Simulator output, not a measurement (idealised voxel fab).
Presented below is a process module, voxel released beams.
The width of the displayed cross-section, cut, is 140 nm; its cells are square, with a size of 5 nm.
For the purposes of this document, a cross-section shall be understood as a grid of square cells, specified as bands listed in top-to-bottom order, each band consisting of one or more rows of cells.
Quick guide to a band line: top height, bottom height (nm) up front; then every material left to right with its width in nm. Only one material and it's marked "throughout"? Then it fills the band edge to edge. And "blank" just means empty space.
Convention: height 0 is the level below which the wafer, as received, is all one material. The lowest band does not terminate at the bottom but continues downward, represented as "top 0, no bottom".
A width given as "30 to 40" starts at the first number in the band's top row and ends at the second number in its bottom row, shifting by an equal amount at every step from row to row.
"all unchanged" means the step left every cell of the cross-section as it was.
"Enclosed void inventory" enumerates empty spaces isolated from the top, with no open way to it, that contain at least 8 cells, giving each as width x height at distance from the left edge, all three in nm.
after a step's settings: what the simulator itself notes on the step
When a step includes a mask, the "overlay nm" setting on its line states how far to the right of its planned place that mask lay, and negative values state how far to the left.

The steps planned for the process are as follows:
1 RECEIVE with material Si
2 CONFORMAL_DEP with material SiN, thk nm 5
3 DIRECTIONAL_DEP with material SiO2, thk nm 10
4 DIRECTIONAL_DEP with material aC, thk nm 15
5 PATTERN with tone open, mask id ANCHOR, material resist, width nm 25, thk nm 30, overlay nm 0
6 DIRECTIONAL_ETCH with etch materials aC, depth nm 15
7 STRIP with etch materials resist
8 DIRECTIONAL_ETCH with etch materials SiO2, depth nm 10
9 STRIP with etch materials aC
10 CONFORMAL_DEP with material W, thk nm 10
11 MASKED_ETCH with tone cover, mask id BEAM, width nm 70, etch materials W, depth nm 10, overlay nm 0
12 STRIP with etch materials SiO2

as received, after step 1:
	top 0, no bottom = Si throughout
	Enclosed void inventory: none

One mistake in running the module, otherwise start and plan as above: cross-section at the end:
	top 25, bottom 15 = 30 nm blank  70 nm W  40 nm blank
	top 15, bottom 5 = 40 nm blank  15 nm W  85 nm blank
	top 5, bottom 0 = SiN throughout
	top 0, no bottom = Si throughout
	Enclosed void inventory: none
Processing error: rather than as planned, step 5 actually ran as PATTERN with tone open, mask id ANCHOR, material resist, width nm 15, thk nm 30, overlay nm 0
